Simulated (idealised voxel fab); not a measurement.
process module | voxel transistor to metal
cross-section cut | 285 nm wide | cells 5 nm
A cross-section is a grid of square cells, given in bands from the top down. A band is one or more rows of cells.
Each band's line starts with the height of the band's top and of its bottom, in nm. Then come its materials from left to right, each with its width in nm. One material with "throughout" fills the band from edge to edge. "air" is empty space.
Height 0 is the level under which the wafer as received is all one material. The lowest band goes on downwards, as in "0 down".
A width such as "30 to 40" changes by the same amount from each row of cells to the next, from the band's top row to its bottom row.
"no change" after a step means that no cell of the cross-section changed.
closed voids: empty space of 8 cells or more with no open way to the top, each as width x height at its distance from the left edge, in nm
after a step's settings: what the simulator itself notes on the step
overlay nm, on a step with a mask: how far to the right of its planned place the mask lay; to the left if negative
plan
1 op RECEIVE | material Si
2 op CONFORMAL_DEP | material SiO2 | thk nm 5
3 op CONFORMAL_DEP | material SiN | thk nm 10
4 op PATTERN | tone cover | mask id ACTIVE | material resist | width nm 110 | pitch nm 135 | thk nm 20 | overlay nm 0
5 op DIRECTIONAL_ETCH | etch materials SiN | depth nm 10
6 op DIRECTIONAL_ETCH | etch materials SiO2 | depth nm 5
7 op DIRECTIONAL_ETCH | etch materials Si | depth nm 25
8 op STRIP | etch materials resist
9 op FILL_DEP | material SiO2 | thk nm 5
10 op CMP | height nm 15
11 op SELECTIVE_ETCH | etch materials SiO2 | depth nm 5
12 op STRIP | etch materials SiN
13 op SELECTIVE_ETCH | etch materials SiO2 | depth nm 5
14 op OXIDIZE | depth nm 5
15 op DIRECTIONAL_DEP | material polySi | thk nm 30
16 op DIRECTIONAL_DEP | material SiCN | thk nm 10
17 op MASKED_ETCH | tone cover | mask id GATE | width nm 20 | pitch nm 135 | etch materials SiCN | depth nm 20 | overlay nm 0
18 op MASKED_ETCH | tone cover | mask id GATE | width nm 20 | pitch nm 135 | etch materials polySi | depth nm 40 | overlay nm 0
19 op CONFORMAL_DEP | material SiO2 | thk nm 5
20 op DIRECTIONAL_ETCH | etch materials SiO2 | depth nm 5
21 op CONFORMAL_DEP | material SiN | thk nm 10
22 op DIRECTIONAL_ETCH | etch materials SiN | depth nm 10
23 op DIRECTIONAL_ETCH | etch materials SiO2 | depth nm 5
24 op EPI | material SiGe | thk nm 5
25 op FILL_DEP | material SiO2 | thk nm 5
26 op CMP | height nm 40
27 op DIRECTIONAL_DEP | material SiO2 | thk nm 15
28 op PATTERN | tone open | mask id CONTACT | material resist | width nm 30 | thk nm 20 | overlay nm 0
29 op DIRECTIONAL_ETCH | etch materials SiO2 | depth nm 55
30 op STRIP | etch materials resist
31 op CONFORMAL_DEP | material TiN | thk nm 5
32 op FILL_DEP | material W | thk nm 5
33 op CMP | height nm 55
34 op DIRECTIONAL_DEP | material TiN | thk nm 5
35 op DIRECTIONAL_DEP | material Ru | thk nm 25
36 op PATTERN | tone cover | mask id METAL_1 | material resist | width nm 20 | thk nm 15 | overlay nm 0
37 op DIRECTIONAL_ETCH | etch materials Ru | depth nm 25
38 op DIRECTIONAL_ETCH | etch materials TiN | depth nm 5
39 op STRIP | etch materials resist
40 op FILL_DEP | material SiO2 | thk nm 5
41 op CMP | height nm 85
42 op CONFORMAL_DEP | material SiCN | thk nm 5
as received, after step 1
  0 down: Si throughout
  closed voids: none
a wafer at the end: this start, this plan, one mistake
  90 to 85: SiCN throughout
  85 to 60: SiO2 30 | Ru 20 | SiO2 50 | Ru 20 | SiO2 45 | Ru 20 | SiO2 50 | Ru 20 | SiO2 30
  60 to 55: SiO2 30 | TiN 20 | SiO2 50 | TiN 20 | SiO2 45 | TiN 20 | SiO2 50 | TiN 20 | SiO2 30
  55 to 45: SiO2 30 | TiN 5 | W 20 | TiN 5 | SiO2 30 | TiN 5 | W 20 | TiN 5 | SiO2 45 | TiN 5 | W 20 | TiN 5 | SiO2 30 | TiN 5 | W 20 | TiN 5 | SiO2 30
  45 to 40: SiO2 30 | TiN 5 | W 10 | TiN 15 | SiO2 30 | TiN 15 | W 10 | TiN 5 | SiO2 45 | TiN 5 | W 10 | TiN 15 | SiO2 30 | TiN 15 | W 10 | TiN 5 | SiO2 30
  40 to 30: SiO2 30 | TiN 5 | W 10 to 5 | TiN 5 to 10 | SiN 10 | SiO2 5 | SiCN 20 | SiO2 5 | SiN 10 | TiN 5 | W 10 | TiN 5 | SiO2 45 | TiN 5 | W 10 to 5 | TiN 5 to 10 | SiN 10 | SiO2 5 | SiCN 20 | SiO2 5 | SiN 10 | TiN 5 | W 10 | TiN 5 | SiO2 30
  30 to 5: SiO2 30 | TiN 5 | W 5 | TiN 5 | SiN 10 | SiO2 5 | polySi 25 | SiO2 5 | SiN 10 | TiN 5 | W 10 | TiN 5 | SiO2 45 | TiN 5 | W 5 | TiN 5 | SiN 10 | SiO2 5 | polySi 25 | SiO2 5 | SiN 10 | TiN 5 | W 10 | TiN 5 | SiO2 30
  5 to 0: SiO2 20 | SiN 10 | TiN 15 | SiN 10 | SiO2 5 | polySi 25 | SiO2 5 | SiN 10 | TiN 20 | SiN 10 | SiO2 25 | SiN 10 | TiN 15 | SiN 10 | SiO2 5 | polySi 25 | SiO2 5 | SiN 10 | TiN 20 | SiN 10 | SiO2 20
  0 to -5: SiO2 30 | SiGe 15 | SiO2 55 | SiGe 20 | SiO2 45 | SiGe 15 | SiO2 55 | SiGe 20 | SiO2 30
  -5 to -25: SiO2 20 | Si 110 | SiO2 25 | Si 110 | SiO2 20
  -25 down: Si throughout
  closed voids: none
what went wrong: step 18 ran as: op MASKED_ETCH | tone cover | mask id GATE | width nm 20 | pitch nm 135 | etch materials polySi | depth nm 40 | overlay nm -5
